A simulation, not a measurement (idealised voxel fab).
process module | voxel wiring stack
cross-section cut | 205 nm wide | cells 5 nm
A cross-section is a grid of square cells, given in bands from the top down. A band is one or more rows of cells.
Each band's line starts with the height of the band's top and of its bottom, in nm. Then come its materials from left to right, each with its width in nm. One material with "throughout" fills the band from edge to edge. "air" is empty space.
Height 0 is the level under which the wafer as received is all one material. The lowest band goes on downwards, as in "0 down".
A width such as "30 to 40" changes by the same amount from each row of cells to the next, from the band's top row to its bottom row.
"no change" after a step means that no cell of the cross-section changed.
closed voids: empty space of 8 cells or more with no open way to the top, each as width x height at its distance from the left edge, in nm
after a step's settings: what the simulator itself notes on the step
overlay nm, on a step with a mask: how far to the right of its planned place the mask lay; to the left if negative
plan
1 op RECEIVE | material Si
2 op CONFORMAL_DEP | material SiO2 | thk nm 10
3 op DIRECTIONAL_DEP | material TiN | thk nm 5
4 op DIRECTIONAL_DEP | material Ru | thk nm 15
5 op DIRECTIONAL_DEP | material aC | thk nm 15
6 op PATTERN | tone cover | mask id METAL_1 | material resist | width nm 30 | pitch nm 60 | thk nm 35 | overlay nm 0
7 op DIRECTIONAL_ETCH | etch materials aC | depth nm 15
8 op STRIP | etch materials resist
9 op DIRECTIONAL_ETCH | etch materials Ru | depth nm 15
10 op DIRECTIONAL_ETCH | etch materials TiN | depth nm 5
11 op STRIP | etch materials aC
12 op FILL_DEP | material lowk | thk nm 5
13 op CMP | height nm 30
14 op CONFORMAL_DEP | material SiCN | thk nm 5
15 op DIRECTIONAL_DEP | material lowk | thk nm 25
16 op PATTERN | tone open | mask id METAL_2 | material resist | width nm 30 | pitch nm 60 | thk nm 20 | overlay nm 0
17 op DIRECTIONAL_ETCH | etch materials lowk | depth nm 15
18 op STRIP | etch materials resist
19 op PATTERN | tone open | mask id METAL_2_HOLES | material resist | width nm 15 | pitch nm 60 | thk nm 20 | overlay nm 0
20 op DIRECTIONAL_ETCH | etch materials lowk | depth nm 10
21 op DIRECTIONAL_ETCH | etch materials SiCN | depth nm 5
22 op STRIP | etch materials resist
23 op CONFORMAL_DEP | material TiN | thk nm 5
24 op FILL_DEP | material Ru | thk nm 5
25 op CMP | height nm 60
26 op CONFORMAL_DEP | material SiCN | thk nm 5
27 op DIRECTIONAL_DEP | material SiO2 | thk nm 10
28 op PATTERN | tone open | mask id PLUG_2 | material resist | width nm 15 | pitch nm 60 | thk nm 20 | overlay nm 0
29 op DIRECTIONAL_ETCH | etch materials SiO2 | depth nm 10
30 op DIRECTIONAL_ETCH | etch materials SiCN | depth nm 5
31 op STRIP | etch materials resist
32 op CONFORMAL_DEP | material TiN | thk nm 5
33 op FILL_DEP | material W | thk nm 5
34 op CMP | height nm 75
35 op CONFORMAL_DEP | material SiN | thk nm 5
36 op DIRECTIONAL_DEP | material lowk | thk nm 20
37 op DIRECTIONAL_DEP | material aC | thk nm 15
38 op PATTERN | tone open | mask id METAL_3 | material resist | width nm 30 | pitch nm 60 | thk nm 30 | overlay nm 0
39 op DIRECTIONAL_ETCH | etch materials aC | depth nm 15
40 op STRIP | etch materials resist
41 op DIRECTIONAL_ETCH | etch materials lowk | depth nm 20
42 op DIRECTIONAL_ETCH | etch materials SiN | depth nm 5
43 op STRIP | etch materials aC
44 op CONFORMAL_DEP | material TiN | thk nm 5
45 op FILL_DEP | material Ru | thk nm 5
46 op CMP | height nm 100
47 op CONFORMAL_DEP | material SiN | thk nm 5
as received, after step 1
  0 down: Si throughout
  closed voids: none
first wafer at the end, as planned
  105 to 100: SiN throughout
  100 to 80: lowk 55 | TiN 5 | Ru 20 | TiN 5 | lowk 30 | TiN 5 | Ru 20 | TiN 5 | lowk 60
  80 to 75: SiN 55 | TiN 30 | SiN 30 | TiN 30 | SiN 60
  75 to 65: SiO2 55 | TiN 5 | W 5 | TiN 5 | SiO2 45 | TiN 5 | W 5 | TiN 5 | SiO2 75
  65 to 60: SiCN 55 | TiN 15 | SiCN 45 | TiN 15 | SiCN 75
  60 to 50: lowk 55 | TiN 5 | Ru 20 | TiN 5 | lowk 30 | TiN 5 | Ru 20 | TiN 5 | lowk 60
  50 to 45: lowk 55 | TiN 5 | Ru 5 | TiN 20 | lowk 30 | TiN 5 | Ru 5 | TiN 20 | lowk 60
  45 to 35: lowk 55 | TiN 5 | Ru 5 | TiN 5 | lowk 45 | TiN 5 | Ru 5 | TiN 5 | lowk 75
  35 to 30: SiCN 55 | TiN 15 | SiCN 45 | TiN 15 | SiCN 75
  30 to 15: lowk 55 | Ru 30 | lowk 30 | Ru 30 | lowk 60
  15 to 10: lowk 55 | TiN 30 | lowk 30 | TiN 30 | lowk 60
  10 to 0: SiO2 throughout
  0 down: Si throughout
  closed voids: none
second wafer at the end: like start, like plan, one mistake
  105 to 100: SiN throughout
  100 to 80: lowk 55 | TiN 5 | Ru 20 | TiN 5 | lowk 30 | TiN 5 | Ru 20 | TiN 5 | lowk 60
  80 to 75: SiN 55 | TiN 30 | SiN 30 | TiN 30 | SiN 60
  75 to 65: SiO2 55 | TiN 5 | W 5 | TiN 5 | SiO2 45 | TiN 5 | W 5 | TiN 5 | SiO2 75
  65 to 60: SiCN 55 | TiN 15 | SiCN 45 | TiN 15 | SiCN 75
  60 to 35: lowk throughout
  35 to 30: SiCN throughout
  30 to 15: lowk 55 | Ru 30 | lowk 30 | Ru 30 | lowk 60
  15 to 10: lowk 55 | TiN 30 | lowk 30 | TiN 30 | lowk 60
  10 to 0: SiO2 throughout
  0 down: Si throughout
  closed voids: none
what went wrong: step 15 was run twice
at the end the second wafer has, in cells: 22 fewer of Ru | 6 more of SiCN | 32 fewer of TiN | 48 more of lowk
